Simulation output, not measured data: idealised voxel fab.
process module | voxel gate over fins
cross-section cut | 230 nm wide | cells 5 nm
A cross-section is a grid of square cells, given in bands from the top down. A band is one or more rows of cells.
Each band's line starts with the height of the band's top and of its bottom, in nm. Then come its materials from left to right, each with its width in nm. One material with "throughout" fills the band from edge to edge. "air" is empty space.
Height 0 is the level under which the wafer as received is all one material. The lowest band goes on downwards, as in "0 down".
A width such as "30 to 40" changes by the same amount from each row of cells to the next, from the band's top row to its bottom row.
"no change" after a step means that no cell of the cross-section changed.
closed voids: empty space of 8 cells or more with no open way to the top, each as width x height at its distance from the left edge, in nm
after a step's settings: what the simulator itself notes on the step
overlay nm, on a step with a mask: how far to the right of its planned place the mask lay; to the left if negative
plan
1 op RECEIVE | material Si
2 op CONFORMAL_DEP | material SiN | thk nm 10
3 op MASKED_ETCH | tone cover | mask id FINS | width nm 15 | pitch nm 50 | etch materials SiN | depth nm 10 | overlay nm 0
4 op MASKED_ETCH | tone cover | mask id FINS | width nm 15 | pitch nm 50 | etch materials Si | depth nm 35 | overlay nm -15
5 op FILL_DEP | material SiO2 | thk nm 5
6 op CMP | height nm 10
7 op MASKED_ETCH | tone open | mask id RAIL | width nm 15 | etch materials SiO2 | depth nm 40 | overlay nm 0
8 op CONFORMAL_DEP | material TiN | thk nm 5
9 op FILL_DEP | material Ru | thk nm 10
10 op CMP | height nm 10
11 op SELECTIVE_ETCH | etch materials W Ru TiN | depth nm 35
12 op FILL_DEP | material SiO2 | thk nm 5
13 op CMP | height nm 10
14 op SELECTIVE_ETCH | etch materials SiO2 | depth nm 25
15 op STRIP | etch materials SiN
16 op CONFORMAL_DEP | material HfO2 | thk nm 5
17 op CONFORMAL_DEP | material TiN | thk nm 5
18 op CONFORMAL_DEP | material TiAl | thk nm 5
19 op CONFORMAL_DEP | material TiN | thk nm 5
20 op FILL_DEP | material W | thk nm 10
21 op CMP | height nm 25
22 op CONFORMAL_DEP | material SiCN | thk nm 5
varied across the wafers: overlay nm of step 4. The plan shows the first wafer's value. All wafers start alike
first wafer as received, after step 1
  0 down: Si throughout
  closed voids: none
each wafer at the end: cells of each material gained (+) or lost (-) since it was received, then its closed voids
overlay nm -15 | +58 HfO2 | -238 Si | +46 SiCN | +134 SiO2 | +52 TiAl | +112 TiN | +112 W | closed voids: none
overlay nm -10 | +58 HfO2 | -252 Si | +46 SiCN | +141 SiO2 | +55 TiAl | +113 TiN | +115 W | closed voids: none
overlay nm -5 | +58 HfO2 | -266 Si | +46 SiCN | +149 SiO2 | +58 TiAl | +113 TiN | +118 W | closed voids: none
overlay nm 0 | +58 HfO2 | -280 Si | +46 SiCN | +157 SiO2 | +58 TiAl | +116 TiN | +121 W | closed voids: none
overlay nm 5 | +58 HfO2 | -266 Si | +46 SiCN | +149 SiO2 | +58 TiAl | +113 TiN | +118 W | closed voids: none
overlay nm 10 | +58 HfO2 | -252 Si | +46 SiCN | +141 SiO2 | +55 TiAl | +113 TiN | +115 W | closed voids: none
overlay nm 15 | +58 HfO2 | -238 Si | +46 SiCN | +134 SiO2 | +52 TiAl | +112 TiN | +112 W | closed voids: none
